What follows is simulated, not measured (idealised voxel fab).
process module | voxel double patterning
cross-section cut | 170 nm wide | cells 5 nm
A cross-section is a grid of square cells, given in bands from the top down. A band is one or more rows of cells.
Each band's line starts with the height of the band's top and of its bottom, in nm. Then come its materials from left to right, each with its width in nm. One material with "throughout" fills the band from edge to edge. "air" is empty space.
Height 0 is the level under which the wafer as received is all one material. The lowest band goes on downwards, as in "0 down".
A width such as "30 to 40" changes by the same amount from each row of cells to the next, from the band's top row to its bottom row.
"no change" after a step means that no cell of the cross-section changed.
closed voids: empty space of 8 cells or more with no open way to the top, each as width x height at its distance from the left edge, in nm
after a step's settings: what the simulator itself notes on the step
overlay nm, on a step with a mask: how far to the right of its planned place the mask lay; to the left if negative
plan
1 op RECEIVE | material Si
2 op CONFORMAL_DEP | material SiN | thk nm 10
3 op DIRECTIONAL_DEP | material SiO2 | thk nm 10
4 op DIRECTIONAL_DEP | material SiCN | thk nm 5
5 op DIRECTIONAL_DEP | material aC | thk nm 15
6 op PATTERN | tone open | mask id FIRST | material resist | width nm 15 | pitch nm 50 | thk nm 30 | overlay nm 0
7 op DIRECTIONAL_ETCH | etch materials aC | depth nm 15
8 op STRIP | etch materials resist
9 op DIRECTIONAL_ETCH | etch materials SiCN | depth nm 5
10 op STRIP | etch materials aC
11 op DIRECTIONAL_DEP | material aC | thk nm 15
12 op PATTERN | tone open | mask id SECOND | material resist | width nm 15 | pitch nm 50 | thk nm 30 | overlay nm 0
13 op DIRECTIONAL_ETCH | etch materials aC | depth nm 15
14 op STRIP | etch materials resist
15 op DIRECTIONAL_ETCH | etch materials SiCN | depth nm 5
16 op STRIP | etch materials aC
17 op DIRECTIONAL_ETCH | etch materials SiO2 | depth nm 10
18 op STRIP | etch materials SiCN
first wafer, as planned
as received, after step 1
  0 down: Si throughout
  closed voids: none
after step 2
  10 to 0: SiN throughout
  below 0: unchanged
after step 3
  20 to 10: SiO2 throughout
  below 10: unchanged
after step 4
  25 to 20: SiCN throughout
  below 20: unchanged
after step 5
  40 to 25: aC throughout
  below 25: unchanged
after step 6
  70 to 40: resist 25 | air 15 | resist 35 | air 15 | resist 35 | air 15 | resist 30
  below 40: unchanged
after step 7
  55 to 40: resist 25 | air 15 | resist 35 | air 15 | resist 35 | air 15 | resist 30
  40 to 25: aC 25 | air 15 | aC 35 | air 15 | aC 35 | air 15 | aC 30
  below 25: unchanged
after step 8
  40 to 25: aC 25 | air 15 | aC 35 | air 15 | aC 35 | air 15 | aC 30
  below 25: unchanged
after step 9
  40 to 25: aC 25 | air 15 | aC 35 | air 15 | aC 35 | air 15 | aC 30
  25 to 20: SiCN 25 | air 15 | SiCN 35 | air 15 | SiCN 35 | air 15 | SiCN 30
  below 20: unchanged
after step 10
  25 to 20: SiCN 25 | air 15 | SiCN 35 | air 15 | SiCN 35 | air 15 | SiCN 30
  below 20: unchanged
after step 11
  40 to 35: aC 25 | air 15 | aC 35 | air 15 | aC 35 | air 15 | aC 30
  35 to 25: aC throughout
  25 to 20: SiCN 25 | aC 15 | SiCN 35 | aC 15 | SiCN 35 | aC 15 | SiCN 30
  below 20: unchanged
after step 12
  70 to 40: resist 50 | air 15 | resist 35 | air 15 | resist 55
  40 to 35: aC 25 | resist 15 | aC 35 | resist 15 | aC 35 | resist 15 | aC 30
  below 35: unchanged
after step 13
  55 to 40: resist 50 | air 15 | resist 35 | air 15 | resist 55
  40 to 35: aC 25 | resist 15 | aC 10 | air 15 | aC 10 | resist 15 | aC 10 | air 15 | aC 10 | resist 15 | aC 30
  35 to 25: aC 50 | air 15 | aC 35 | air 15 | aC 55
  below 25: unchanged
after step 14
  40 to 35: aC 25 | air 15 | aC 10 | air 15 | aC 10 | air 15 | aC 10 | air 15 | aC 10 | air 15 | aC 30
  below 35: unchanged
after step 15
  40 to 35: aC 25 | air 15 | aC 10 | air 15 | aC 10 | air 15 | aC 10 | air 15 | aC 10 | air 15 | aC 30
  35 to 25: aC 50 | air 15 | aC 35 | air 15 | aC 55
  25 to 20: SiCN 25 | aC 15 | SiCN 10 | air 15 | SiCN 10 | aC 15 | SiCN 10 | air 15 | SiCN 10 | aC 15 | SiCN 30
  below 20: unchanged
after step 16
  25 to 20: SiCN 25 | air 15 | SiCN 10 | air 15 | SiCN 10 | air 15 | SiCN 10 | air 15 | SiCN 10 | air 15 | SiCN 30
  below 20: unchanged
after step 17
  25 to 20: SiCN 25 | air 15 | SiCN 10 | air 15 | SiCN 10 | air 15 | SiCN 10 | air 15 | SiCN 10 | air 15 | SiCN 30
  20 to 10: SiO2 25 | air 15 | SiO2 10 | air 15 | SiO2 10 | air 15 | SiO2 10 | air 15 | SiO2 10 | air 15 | SiO2 30
  below 10: unchanged
after step 18
  20 to 10: SiO2 25 | air 15 | SiO2 10 | air 15 | SiO2 10 | air 15 | SiO2 10 | air 15 | SiO2 10 | air 15 | SiO2 30
  below 10: unchanged
second wafer: like start, like plan, one mistake. Through step 5 it matches the first wafer
when step 6 should have ended
  70 to 40: resist 25 | air 20 | resist 30 | air 20 | resist 30 | air 20 | resist 25
  below 40: unchanged
when step 7 should have ended
  55 to 40: resist 25 | air 20 | resist 30 | air 20 | resist 30 | air 20 | resist 25
  40 to 25: aC 25 | air 20 | aC 30 | air 20 | aC 30 | air 20 | aC 25
  below 25: unchanged
when step 8 should have ended
  40 to 25: aC 25 | air 20 | aC 30 | air 20 | aC 30 | air 20 | aC 25
  below 25: unchanged
when step 9 should have ended
  40 to 25: aC 25 | air 20 | aC 30 | air 20 | aC 30 | air 20 | aC 25
  25 to 20: SiCN 25 | air 20 | SiCN 30 | air 20 | SiCN 30 | air 20 | SiCN 25
  below 20: unchanged
when step 10 should have ended
  25 to 20: SiCN 25 | air 20 | SiCN 30 | air 20 | SiCN 30 | air 20 | SiCN 25
  below 20: unchanged
when step 11 should have ended
  40 to 35: aC 25 | air 20 | aC 30 | air 20 | aC 30 | air 20 | aC 25
  35 to 25: aC throughout
  25 to 20: SiCN 25 | aC 20 | SiCN 30 | aC 20 | SiCN 30 | aC 20 | SiCN 25
  below 20: unchanged
when step 12 should have ended
  70 to 40: resist 50 | air 15 | resist 35 | air 15 | resist 55
  40 to 35: aC 25 | resist 20 | aC 30 | resist 20 | aC 30 | resist 20 | aC 25
  below 35: unchanged
when step 13 should have ended
  55 to 40: resist 50 | air 15 | resist 35 | air 15 | resist 55
  40 to 35: aC 25 | resist 20 | aC 5 | air 15 | aC 10 | resist 20 | aC 5 | air 15 | aC 10 | resist 20 | aC 25
  35 to 25: aC 50 | air 15 | aC 35 | air 15 | aC 55
  below 25: unchanged
when step 14 should have ended
  40 to 35: aC 25 | air 20 | aC 5 | air 15 | aC 10 | air 20 | aC 5 | air 15 | aC 10 | air 20 | aC 25
  below 35: unchanged
when step 15 should have ended
  40 to 35: aC 25 | air 20 | aC 5 | air 15 | aC 10 | air 20 | aC 5 | air 15 | aC 10 | air 20 | aC 25
  35 to 25: aC 50 | air 15 | aC 35 | air 15 | aC 55
  25 to 20: SiCN 25 | aC 20 | SiCN 5 | air 15 | SiCN 10 | aC 20 | SiCN 5 | air 15 | SiCN 10 | aC 20 | SiCN 25
  below 20: unchanged
when step 16 should have ended
  25 to 20: SiCN 25 | air 20 | SiCN 5 | air 15 | SiCN 10 | air 20 | SiCN 5 | air 15 | SiCN 10 | air 20 | SiCN 25
  below 20: unchanged
when step 17 should have ended
  25 to 20: SiCN 25 | air 20 | SiCN 5 | air 15 | SiCN 10 | air 20 | SiCN 5 | air 15 | SiCN 10 | air 20 | SiCN 25
  20 to 10: SiO2 25 | air 20 | SiO2 5 | air 15 | SiO2 10 | air 20 | SiO2 5 | air 15 | SiO2 10 | air 20 | SiO2 25
  below 10: unchanged
when step 18 should have ended
  20 to 10: SiO2 25 | air 20 | SiO2 5 | air 15 | SiO2 10 | air 20 | SiO2 5 | air 15 | SiO2 10 | air 20 | SiO2 25
  below 10: unchanged
what went wrong: step 6 ran as: op PATTERN | tone open | mask id FIRST | material resist | width nm 20 | pitch nm 50 | thk nm 30 | overlay nm 0
at the end the second wafer has, in cells: 6 fewer of SiO2
